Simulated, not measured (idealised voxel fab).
The process module that follows is named voxel capacitor over wiring.
Shown is cross-section cut, with a width of 240 nm and square cells of size 5 nm.
Just so we're on the same page, the cross-sections are grids of square cells, and they're listed out in bands top to bottom, each band one or more rows deep.
Each band's line starts with the height of the band's top and of its bottom, in nm. Then come its materials from left to right, each with its width in nm. One material with "all across" fills the band from edge to edge. "air" is empty space.
The level at which height equals 0 is the one under which the wafer, as it arrives, is entirely one material. No lower edge exists for the bottom band, which continues downward and is notated as in "0 -> down".
With a width like "30..40", each row of cells in the band differs from the next by the same amount, the top row carrying the first number and the bottom row the second.
"identical to before", as given for a step, is the statement that not any cell of the cross-section underwent a change during that step.
Entry "closed voids". Content: empty spaces with no open connection to the top, size 8 cells or greater. Each: width x height at distance. Distance: from left edge. Unit: nm.
On a step's line, text after the settings is the simulator commenting on that step.
overlay nm, on a step with a mask: how far to the right of its planned place the mask lay; to the left if negative
### Planned step list for the process
1. RECEIVE,material Si
2. CONFORMAL_DEP,material SiO2,thk nm 10
3. CONFORMAL_DEP,material SiN,thk nm 5
4. DIRECTIONAL_DEP,material SiO2,thk nm 15
5. PATTERN,tone open,mask id METAL_1,material resist,width nm 30,pitch nm 80,thk nm 15,overlay nm 0
6. DIRECTIONAL_ETCH,etch materials SiO2,depth nm 15
7. DIRECTIONAL_ETCH,etch materials SiN,depth nm 5
8. STRIP,etch materials resist
9. CONFORMAL_DEP,material TiN,thk nm 5
10. FILL_DEP,material Cu,thk nm 5
11. CMP,height nm 30
12. EPI,material Ru,thk nm 5
13. FILL_DEP,material SiCN,thk nm 5
14. DIRECTIONAL_DEP,material SiO2,thk nm 15
15. DIRECTIONAL_DEP,material aC,thk nm 15
16. PATTERN,tone open,mask id PLUG_1,material resist,width nm 15,thk nm 30,overlay nm 0
17. DIRECTIONAL_ETCH,etch materials aC,depth nm 15
18. STRIP,etch materials resist
19. DIRECTIONAL_ETCH,etch materials SiO2,depth nm 15
20. DIRECTIONAL_ETCH,etch materials SiCN,depth nm 5
21. STRIP,etch materials aC
22. CONFORMAL_DEP,material TiN,thk nm 5
23. FILL_DEP,material W,thk nm 10
24. CMP,height nm 55
25. DIRECTIONAL_DEP,material TiN,thk nm 10
26. DIRECTIONAL_DEP,material Al2O3,thk nm 5
27. DIRECTIONAL_DEP,material TiN,thk nm 5
28. MASKED_ETCH,tone cover,mask id UPPER_PLATE,width nm 55,etch materials TiN,depth nm 5,overlay nm 0
29. MASKED_ETCH,tone cover,mask id UPPER_PLATE,width nm 55,etch materials Al2O3,depth nm 5,overlay nm 0
30. MASKED_ETCH,tone cover,mask id LOWER_PLATE,width nm 65,etch materials TiN,depth nm 10,overlay nm 0
31. FILL_DEP,material SiO2,thk nm 20
32. CMP,height nm 90
33. DIRECTIONAL_DEP,material aC,thk nm 15
34. PATTERN,tone open,mask id PLUG_2,material resist,width nm 15,thk nm 35,overlay nm 0
35. DIRECTIONAL_ETCH,etch materials aC,depth nm 15
36. STRIP,etch materials resist
37. DIRECTIONAL_ETCH,etch materials SiO2,depth nm 15
38. STRIP,etch materials aC
39. CONFORMAL_DEP,material TiN,thk nm 5
40. FILL_DEP,material Ru,thk nm 5
41. CMP,height nm 90
42. CONFORMAL_DEP,material SiN,thk nm 5
### Concerning the first of two wafers, which was run in accordance with the plan
### Wafer as received: cross-section following step 1
* 0 -> down = Si all across
* closed voids: none
### Cross-section of the wafer subsequent to step 2
* 10 -> 0 = SiO2 all across
* Heights below 0 show no change.
### Cross-section of the wafer subsequent to step 3
* 15 -> 10 = SiN all across
* Heights below 10 show no change.
### Cross-section of the wafer subsequent to step 4
* 30 -> 15 = SiO2 all across
* Heights below 15 show no change.
### Cross-section of the wafer subsequent to step 5
* 45 -> 30 = resist (65), air (30), resist (50), air (30), resist (65)
* Heights below 30 show no change.
### Cross-section of the wafer subsequent to step 6
* 45 -> 30 = resist (65), air (30), resist (50), air (30), resist (65)
* 30 -> 15 = SiO2 (65), air (30), SiO2 (50), air (30), SiO2 (65)
* Heights below 15 show no change.
### Cross-section of the wafer subsequent to step 7
* 45 -> 30 = resist (65), air (30), resist (50), air (30), resist (65)
* 30 -> 15 = SiO2 (65), air (30), SiO2 (50), air (30), SiO2 (65)
* 15 -> 10 = SiN (65), air (30), SiN (50), air (30), SiN (65)
* Heights below 10 show no change.
### Cross-section of the wafer subsequent to step 8
* 30 -> 15 = SiO2 (65), air (30), SiO2 (50), air (30), SiO2 (65)
* Heights below 15 show no change.
### Cross-section of the wafer subsequent to step 9
* 35 -> 30 = TiN (70), air (20), TiN (60), air (20), TiN (70)
* 30 -> 15 = SiO2 (65), TiN (5), air (20), TiN (5), SiO2 (50), TiN (5), air (20), TiN (5), SiO2 (65)
* 15 -> 10 = SiN (65), TiN (30), SiN (50), TiN (30), SiN (65)
* Heights below 10 show no change.
### Cross-section of the wafer subsequent to step 10
* 40 -> 35 = Cu all across
* 35 -> 30 = TiN (70), Cu (20), TiN (60), Cu (20), TiN (70)
* 30 -> 15 = SiO2 (65), TiN (5), Cu (20), TiN (5), SiO2 (50), TiN (5), Cu (20), TiN (5), SiO2 (65)
* Heights below 15 show no change.
### Cross-section of the wafer subsequent to step 11
* 30 -> 15 = SiO2 (65), TiN (5), Cu (20), TiN (5), SiO2 (50), TiN (5), Cu (20), TiN (5), SiO2 (65)
* Heights below 15 show no change.
### Cross-section of the wafer subsequent to step 12
* 35 -> 30 = air (60), Ru (40), air (40), Ru (40), air (60)
* Heights below 30 show no change.
### Cross-section of the wafer subsequent to step 13
* 40 -> 35 = SiCN all across
* 35 -> 30 = SiCN (60), Ru (40), SiCN (40), Ru (40), SiCN (60)
* Heights below 30 show no change.
### Cross-section of the wafer subsequent to step 14
* 55 -> 40 = SiO2 all across
* Heights below 40 show no change.
### Cross-section of the wafer subsequent to step 15
* 70 -> 55 = aC all across
* Heights below 55 show no change.
### Cross-section of the wafer subsequent to step 16
* 100 -> 70 = resist (80), air (15), resist (145)
* Heights below 70 show no change.
### Cross-section of the wafer subsequent to step 17
* 85 -> 70 = resist (80), air (15), resist (145)
* 70 -> 55 = aC (80), air (15), aC (145)
* Heights below 55 show no change.
### Cross-section of the wafer subsequent to step 18
* 70 -> 55 = aC (80), air (15), aC (145)
* Heights below 55 show no change.
### Cross-section of the wafer subsequent to step 19
* 70 -> 55 = aC (80), air (15), aC (145)
* 55 -> 40 = SiO2 (80), air (15), SiO2 (145)
* Heights below 40 show no change.
### Cross-section of the wafer subsequent to step 20
* 70 -> 55 = aC (80), air (15), aC (145)
* 55 -> 40 = SiO2 (80), air (15), SiO2 (145)
* 40 -> 35 = SiCN (80), air (15), SiCN (145)
* Heights below 35 show no change.
### Cross-section of the wafer subsequent to step 21
* 55 -> 40 = SiO2 (80), air (15), SiO2 (145)
* Heights below 40 show no change.
### Cross-section of the wafer subsequent to step 22
* 60 -> 55 = TiN (85), air (5), TiN (150)
* 55 -> 40 = SiO2 (80), TiN (5), air (5), TiN (5), SiO2 (145)
* 40 -> 35 = SiCN (80), TiN (15), SiCN (145)
* Heights below 35 show no change.
### Cross-section of the wafer subsequent to step 23
* 70 -> 60 = W all across
* 60 -> 55 = TiN (85), W (5), TiN (150)
* 55 -> 40 = SiO2 (80), TiN (5), W (5), TiN (5), SiO2 (145)
* Heights below 40 show no change.
### Cross-section of the wafer subsequent to step 24
* 55 -> 40 = SiO2 (80), TiN (5), W (5), TiN (5), SiO2 (145)
* Heights below 40 show no change.
### Cross-section of the wafer subsequent to step 25
* 65 -> 55 = TiN all across
* Heights below 55 show no change.
### Cross-section of the wafer subsequent to step 26
* 70 -> 65 = Al2O3 all across
* Heights below 65 show no change.
### Cross-section of the wafer subsequent to step 27
* 75 -> 70 = TiN all across
* Heights below 70 show no change.
### Cross-section of the wafer subsequent to step 28
* 75 -> 70 = air (80), TiN (55), air (105)
* Heights below 70 show no change.
### Cross-section of the wafer subsequent to step 29
* 75 -> 70 = air (80), TiN (55), air (105)
* 70 -> 65 = air (80), Al2O3 (55), air (105)
* Heights below 65 show no change.
### Cross-section of the wafer subsequent to step 30
* 75 -> 70 = air (80), TiN (55), air (105)
* 70 -> 65 = air (80), Al2O3 (55), air (105)
* 65 -> 55 = air (75), TiN (65), air (100)
* Heights below 55 show no change.
### Cross-section of the wafer subsequent to step 31
* 95 -> 75 = SiO2 all across
* 75 -> 70 = SiO2 (80), TiN (55), SiO2 (105)
* 70 -> 65 = SiO2 (80), Al2O3 (55), SiO2 (105)
* 65 -> 55 = SiO2 (75), TiN (65), SiO2 (100)
* Heights below 55 show no change.
### Cross-section of the wafer subsequent to step 32
* 90 -> 75 = SiO2 all across
* Heights below 75 show no change.
### Cross-section of the wafer subsequent to step 33
* 105 -> 90 = aC all across
* Heights below 90 show no change.
### Cross-section of the wafer subsequent to step 34
* 140 -> 105 = resist (90), air (15), resist (135)
* Heights below 105 show no change.
### Cross-section of the wafer subsequent to step 35
* 125 -> 105 = resist (90), air (15), resist (135)
* 105 -> 90 = aC (90), air (15), aC (135)
* Heights below 90 show no change.
### Cross-section of the wafer subsequent to step 36
* 105 -> 90 = aC (90), air (15), aC (135)
* Heights below 90 show no change.
### Cross-section of the wafer subsequent to step 37
* 105 -> 90 = aC (90), air (15), aC (135)
* 90 -> 75 = SiO2 (90), air (15), SiO2 (135)
* Heights below 75 show no change.
### Cross-section of the wafer subsequent to step 38
* 90 -> 75 = SiO2 (90), air (15), SiO2 (135)
* Heights below 75 show no change.
### Cross-section of the wafer subsequent to step 39
* 95 -> 90 = TiN (95), air (5), TiN (140)
* 90 -> 80 = SiO2 (90), TiN (5), air (5), TiN (5), SiO2 (135)
* 80 -> 70 = SiO2 (90..80), TiN (15..55), SiO2 (135..105)
* Heights below 70 show no change.
### Cross-section of the wafer subsequent to step 40
* 100 -> 95 = Ru all across
* 95 -> 90 = TiN (95), Ru (5), TiN (140)
* 90 -> 80 = SiO2 (90), TiN (5), Ru (5), TiN (5), SiO2 (135)
* Heights below 80 show no change.
### Cross-section of the wafer subsequent to step 41
* 90 -> 80 = SiO2 (90), TiN (5), Ru (5), TiN (5), SiO2 (135)
* Heights below 80 show no change.
### Cross-section of the wafer subsequent to step 42
* 95 -> 90 = SiN all across
* Heights below 90 show no change.
### Now the other wafer: same start, same recipe, but we messed up one thing when running it. Up to and including step 33 it's the same as the first one
### Second wafer, cut view, end of step 34 per plan
* 140 -> 105 = air (90), resist (15), air (135)
* Heights below 105 show no change.
### Second wafer, cut view, end of step 35 per plan
* 125 -> 105 = air (90), resist (15), air (135)
* 105 -> 90 = air (90), aC (15), air (135)
* Heights below 90 show no change.
### Second wafer, cut view, end of step 36 per plan
* 105 -> 90 = air (90), aC (15), air (135)
* Heights below 90 show no change.
### Second wafer, cut view, end of step 37 per plan
* 105 -> 90 = air (90), aC (15), air (135)
* 90 -> 75 = air (90), SiO2 (15), air (135)
* Heights below 75 show no change.
### Second wafer, cut view, end of step 38 per plan
* 90 -> 75 = air (90), SiO2 (15), air (135)
* Heights below 75 show no change.
### Second wafer, cut view, end of step 39 per plan
* 95 -> 90 = air (85), TiN (25), air (130)
* 90 -> 80 = air (85), TiN (5), SiO2 (15), TiN (5), air (130)
* 80 -> 75 = TiN (90), SiO2 (15), TiN (135)
* Heights below 75 show no change.
### Second wafer, cut view, end of step 40 per plan
* 100 -> 95 = Ru all across
* 95 -> 90 = Ru (85), TiN (25), Ru (130)
* 90 -> 80 = Ru (85), TiN (5), SiO2 (15), TiN (5), Ru (130)
* Heights below 80 show no change.
### Second wafer, cut view, end of step 41 per plan
* 90 -> 80 = Ru (85), TiN (5), SiO2 (15), TiN (5), Ru (130)
* Heights below 80 show no change.
### Second wafer, cut view, end of step 42 per plan
* 95 -> 90 = SiN all across
* Heights below 90 show no change.
Heads up, the wafer didn't run the way we planned it: step 34 ran as: PATTERN,tone cover,mask id PLUG_2,material resist,width nm 15,thk nm 35,overlay nm 0
Materials where the second wafer ends with more or fewer cells than the first: Ru: 84 more | SiO2: 126 fewer | TiN: 42 more
